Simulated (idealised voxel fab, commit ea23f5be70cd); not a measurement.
process module | voxel capacitor over wiring
cross-section cut | 240 nm wide | cells 5 nm
A cross-section is a grid of square cells, given in bands from the top down. A band is one or more rows of cells.
Each band's line starts with the height of the band's top and of its bottom, in nm. Then come its materials from left to right, each with its width in nm. One material with "throughout" fills the band from edge to edge. "air" is empty space.
Height 0 is the level under which the wafer as received is all one material. The lowest band goes on downwards, as in "0 down".
A width such as "30 to 40" changes by the same amount from each row of cells to the next, from the band's top row to its bottom row.
"no change" after a step means that no cell of the cross-section changed.
closed voids: empty space of 8 cells or more with no open way to the top, each as width x height at its distance from the left edge, in nm
after a step's settings: what the simulator itself notes on the step
overlay nm, on a step with a mask: how far to the right of its planned place the mask lay; to the left if negative
plan
1 op RECEIVE | material Si
2 op CONFORMAL_DEP | material SiO2 | thk nm 15
3 op DIRECTIONAL_DEP | material TiN | thk nm 5
4 op DIRECTIONAL_DEP | material W | thk nm 25
5 op MASKED_ETCH | tone cover | mask id METAL_1 | width nm 20 | pitch nm 80 | etch materials W | depth nm 25 | overlay nm 0
6 op MASKED_ETCH | tone cover | mask id METAL_1 | width nm 20 | pitch nm 80 | etch materials TiN | depth nm 5 | overlay nm 0
7 op CONFORMAL_DEP | material SiN | thk nm 5
8 op FILL_DEP | material lowk | thk nm 10
9 op CMP | height nm 45
10 op CONFORMAL_DEP | material SiCN | thk nm 5
11 op DIRECTIONAL_DEP | material SiO2 | thk nm 10
12 op MASKED_ETCH | tone open | mask id PLUG_1 | width nm 15 | etch materials SiO2 | depth nm 10 | overlay nm 0
13 op MASKED_ETCH | tone open | mask id PLUG_1 | width nm 15 | etch materials SiCN | depth nm 5 | overlay nm 0
14 op EPI | material Ru | thk nm 10
15 op EPI | material Ru | thk nm 5
16 op DIRECTIONAL_DEP | material TiN | thk nm 5
17 op DIRECTIONAL_DEP | material Al2O3 | thk nm 5
18 op DIRECTIONAL_DEP | material TiN | thk nm 10
19 op PATTERN | tone cover | mask id UPPER_PLATE | material resist | width nm 65 | thk nm 20 | overlay nm 0
20 op DIRECTIONAL_ETCH | etch materials TiN | depth nm 10
21 op DIRECTIONAL_ETCH | etch materials Al2O3 | depth nm 5
22 op STRIP | etch materials resist
23 op PATTERN | tone cover | mask id LOWER_PLATE | material resist | width nm 75 | thk nm 15 | overlay nm 0
24 op DIRECTIONAL_ETCH | etch materials TiN | depth nm 5
25 op STRIP | etch materials resist
26 op FILL_DEP | material SiO2 | thk nm 15
27 op CMP | height nm 90
28 op PATTERN | tone open | mask id PLUG_2 | material resist | width nm 15 | thk nm 20 | overlay nm 0
29 op DIRECTIONAL_ETCH | etch materials SiO2 | depth nm 10
30 op STRIP | etch materials resist
31 op CONFORMAL_DEP | material TiN | thk nm 5
32 op FILL_DEP | material Cu | thk nm 10
33 op CMP | height nm 90
34 op CONFORMAL_DEP | material SiN | thk nm 5
as received, after step 1
  0 down: Si throughout
  closed voids: none
first wafer at the end, as planned
  95 to 90: SiN throughout
  90 to 85: SiO2 85 | TiN 5 | Cu 5 | TiN 5 | SiO2 140
  85 to 80: SiO2 85 | TiN 15 | SiO2 140
  80 to 70: SiO2 75 | TiN 65 | SiO2 100
  70 to 65: SiO2 75 | Al2O3 65 | SiO2 100
  65 to 60: SiO2 70 | TiN 75 | SiO2 95
  60 to 50: SiO2 75 | Ru 15 | SiO2 150
  50 to 45: SiCN 75 | Ru 15 | SiCN 150
  45 to 20: lowk 65 | SiN 5 | W 20 | SiN 5 | lowk 50 | SiN 5 | W 20 | SiN 5 | lowk 65
  20 to 15: SiN 70 | TiN 20 | SiN 60 | TiN 20 | SiN 70
  15 to 0: SiO2 throughout
  0 down: Si throughout
  closed voids: none
second wafer at the end: like start, like plan, one mistake
  95 to 90: SiN throughout
  90 to 85: SiO2 85 | TiN 5 | Cu 5 | TiN 5 | SiO2 140
  85 to 80: SiO2 85 | TiN 15 | SiO2 140
  80 to 70: SiO2 75 | TiN 65 | SiO2 100
  70 to 65: SiO2 70 | TiN 75 | SiO2 95
  65 to 60: Al2O3 throughout
  60 to 50: SiO2 75 | Ru 15 | SiO2 150
  50 to 45: SiCN 75 | Ru 15 | SiCN 150
  45 to 20: lowk 65 | SiN 5 | W 20 | SiN 5 | lowk 50 | SiN 5 | W 20 | SiN 5 | lowk 65
  20 to 15: SiN 70 | TiN 20 | SiN 60 | TiN 20 | SiN 70
  15 to 0: SiO2 throughout
  0 down: Si throughout
  closed voids: none
what went wrong: steps 16 and 17 were swapped
at the end the second wafer has, in cells: 35 more of Al2O3 | 35 fewer of SiO2
